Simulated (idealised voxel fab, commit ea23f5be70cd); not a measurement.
Module name: voxel released beams (process module)
Shown is cross-section cut, with a width of 180 nm and square cells of size 5 nm.
Cross-section format: a grid of square cells, given as bands from top to bottom; each band is one or more rows of cells.
First you get the band's top height and its bottom height, in nm, and then the materials it's made of, left to right, with each width in nm. If you see a single material with "full width", that one covers the band edge to edge. "empty" is empty space.
It should be noted that heights are counted from 0, beneath which the wafer as supplied is of one material throughout, and that the lowest band possesses no lower boundary but continues downward, as written in "z 0 and below".
Graded width ("30..40"): value in top row of band = first number; value in bottom row = second number; row-to-row change constant.
"everything unchanged" after a step means that no cell of the cross-section changed.
The entry titled "Sealed cavities" provides the empty spaces that have no open way to the top, restricted to those of 8 cells or more. Each is presented as width x height at distance, the distance being measured from the left edge, with all three in nm.
Whatever follows a step's settings on its line is a remark the simulator itself makes about that step.
overlay nm: on a step with a mask, how far right of its planned place the mask lay; negative means left.
[The following list gives the planned process steps]
1: op RECEIVE | material Si
2: op CONFORMAL_DEP | material Al2O3 | thk nm 5
3: op DIRECTIONAL_DEP | material SiO2 | thk nm 15
4: op DIRECTIONAL_DEP | material aC | thk nm 15
5: op PATTERN | tone open | mask id ANCHOR | material resist | width nm 30 | thk nm 35 | overlay nm 0
6: op DIRECTIONAL_ETCH | etch materials aC | depth nm 15
7: op STRIP | etch materials resist
8: op DIRECTIONAL_ETCH | etch materials SiO2 | depth nm 15
9: op STRIP | etch materials aC
10: op CONFORMAL_DEP | material polySi | thk nm 10
11: op MASKED_ETCH | tone cover | mask id BEAM | width nm 70 | etch materials polySi | depth nm 10 | overlay nm 0
12: op STRIP | etch materials SiO2
For this document, wafers share an identical start and vary in the step 11 width nm; the plan quotes the first wafer's value.
[Cross-section: the first of several wafers in its as-received state, i.e. following step 1]
* z 0 and below | Si full width
* Sealed cavities: none
[The table below has one row for each wafer; a row shows, as of the end of the module, how many cells of each material the wafer has gained, marked (+), or lost, marked (-), since it was received, and then the wafer's closed voids]
width nm 70, +36 Al2O3, +40 polySi, Sealed cavities: none
width nm 75, +36 Al2O3, +42 polySi, Sealed cavities: none
width nm 80, +36 Al2O3, +44 polySi, Sealed cavities: none
width nm 85, +36 Al2O3, +46 polySi, Sealed cavities: none
width nm 90, +36 Al2O3, +48 polySi, Sealed cavities: none
width nm 95, +36 Al2O3, +50 polySi, Sealed cavities: none
